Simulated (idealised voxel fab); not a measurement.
The process module that follows is named voxel gate over fins.
Xsec cut, 140 nm wide, square cell size 5 nm.
In this document a cross-section is written as a grid of square cells. It is given as a series of bands, listed from the top down, and a band is one or more rows of cells. In this notation a band is specified by the heights of its top and bottom, in that order and in nm, after which its materials appear from left to right, each paired with its width in nm. The word "everywhere" attached to a single material means that material fills the band from edge to edge; the word "air" stands for empty space. Heights are measured from 0, the level below which the as-received wafer is all one material; the lowest band has no bottom and continues downward, written as in "z 0 and below". Top row gets the first number, bottom row gets the second, and each row in between changes by the same step: that is how a band width like "30..40" works. Step note "identical to before" = no cross-section cell changed. Reported under the label "Closed cavity list" are the empty spaces having no open way to the top and comprising 8 cells or more; the notation for each is width x height at distance, in which the distance is measured from the left edge and all three values are in nm. Where a step's line continues beyond its settings, the continuation is a remark by the simulator itself on that step. The setting "overlay nm" may be written on the line of a step. When the step uses a mask, the value reports how far to the right of the planned place the mask lay, and a negative value reports that it lay to the left.
**Planned process steps**
- 1: RECEIVE with material Si
- 2: CONFORMAL_DEP with material SiN, thk nm 10
- 3: DIRECTIONAL_DEP with material aC, thk nm 10
- 4: PATTERN with tone cover, mask id FINS, material resist, width nm 15, pitch nm 55, thk nm 25, overlay nm 0
- 5: DIRECTIONAL_ETCH with etch materials aC, depth nm 10
- 6: STRIP with etch materials resist
- 7: DIRECTIONAL_ETCH with etch materials SiN, depth nm 10
- 8: DIRECTIONAL_ETCH with etch materials Si, depth nm 35
- 9: STRIP with etch materials aC
- 10: OXIDIZE with depth nm 5
- 11: FILL_DEP with material SiO2, thk nm 10
- 12: CMP with height nm 10
- 13: DIRECTIONAL_DEP with material aC, thk nm 15
- 14: PATTERN with tone open, mask id RAIL, material resist, width nm 15, thk nm 30, overlay nm 0
- 15: DIRECTIONAL_ETCH with etch materials aC, depth nm 15
- 16: STRIP with etch materials resist
- 17: DIRECTIONAL_ETCH with etch materials SiO2, depth nm 40
- 18: STRIP with etch materials aC
- 19: CONFORMAL_DEP with material TiN, thk nm 5
- 20: FILL_DEP with material Ru, thk nm 10
- 21: CMP with height nm 10
- 22: SELECTIVE_ETCH with etch materials W Ru TiN, depth nm 25
- 23: FILL_DEP with material SiO2, thk nm 5
- 24: CMP with height nm 10
- 25: SELECTIVE_ETCH with etch materials SiO2, depth nm 20
- 26: STRIP with etch materials SiN
- 27: CONFORMAL_DEP with material HfO2, thk nm 5
- 28: CONFORMAL_DEP with material TiN, thk nm 5
- 29: CONFORMAL_DEP with material TiAl, thk nm 5
- 30: CONFORMAL_DEP with material TiN, thk nm 5
- 31: FILL_DEP with material W, thk nm 15
- 32: CMP with height nm 30
- 33: CONFORMAL_DEP with material SiCN, thk nm 10
**Wafer as received: cross-section following step 1**
- z 0 and below | Si everywhere
- Closed cavity list: none
**Figure: cross-sectional view of the wafer upon completion of the module, processed from the initial state and according to the plan depicted above, with one error introduced during execution**
- z 40 to 30 | SiCN everywhere
- z 30 to 20 | W everywhere
- z 20 to 15 | W 20 nm / TiN 100 nm / W 20 nm
- z 15 to 10 | W 20 nm / TiN 5 nm / TiAl 90 nm / TiN 5 nm / W 20 nm
- z 10 to 5 | TiN 25 nm / TiAl 5 nm / TiN 80 nm / TiAl 5 nm / TiN 25 nm
- z 5 to 0 | TiAl 30 nm / TiN 5 nm / HfO2 15 nm / TiN 5 nm / HfO2 25 nm / TiN 10 nm / HfO2 15 nm / TiN 5 nm / TiAl 30 nm
- z 0 to -5 | TiN 35 nm / HfO2 5 nm / Si 5 nm / HfO2 5 nm / TiN 5 nm / HfO2 5 nm / TiN 5 nm / Ru 5 nm / TiN 5 nm / HfO2 5 nm / TiN 10 nm / HfO2 5 nm / Si 5 nm / HfO2 5 nm / TiN 35 nm
- z -5 to -10 | HfO2 40 nm / Si 5 nm / HfO2 15 nm / TiN 5 nm / Ru 5 nm / TiN 5 nm / HfO2 20 nm / Si 5 nm / HfO2 40 nm
- z -10 to -25 | SiO2 40 nm / Si 5 nm / SiO2 15 nm / TiN 5 nm / Ru 5 nm / TiN 5 nm / SiO2 20 nm / Si 5 nm / SiO2 40 nm
- z -25 to -30 | SiO2 40 nm / Si 5 nm / SiO2 15 nm / TiN 15 nm / SiO2 20 nm / Si 5 nm / SiO2 40 nm
- z -30 to -40 | SiO2 40 nm / Si 5 nm / SiO2 50 nm / Si 5 nm / SiO2 40 nm
- z -40 and below | Si everywhere
- Closed cavity list: none
Against the plan, the run slipped here: not run: step 21 of the plan (skipped)
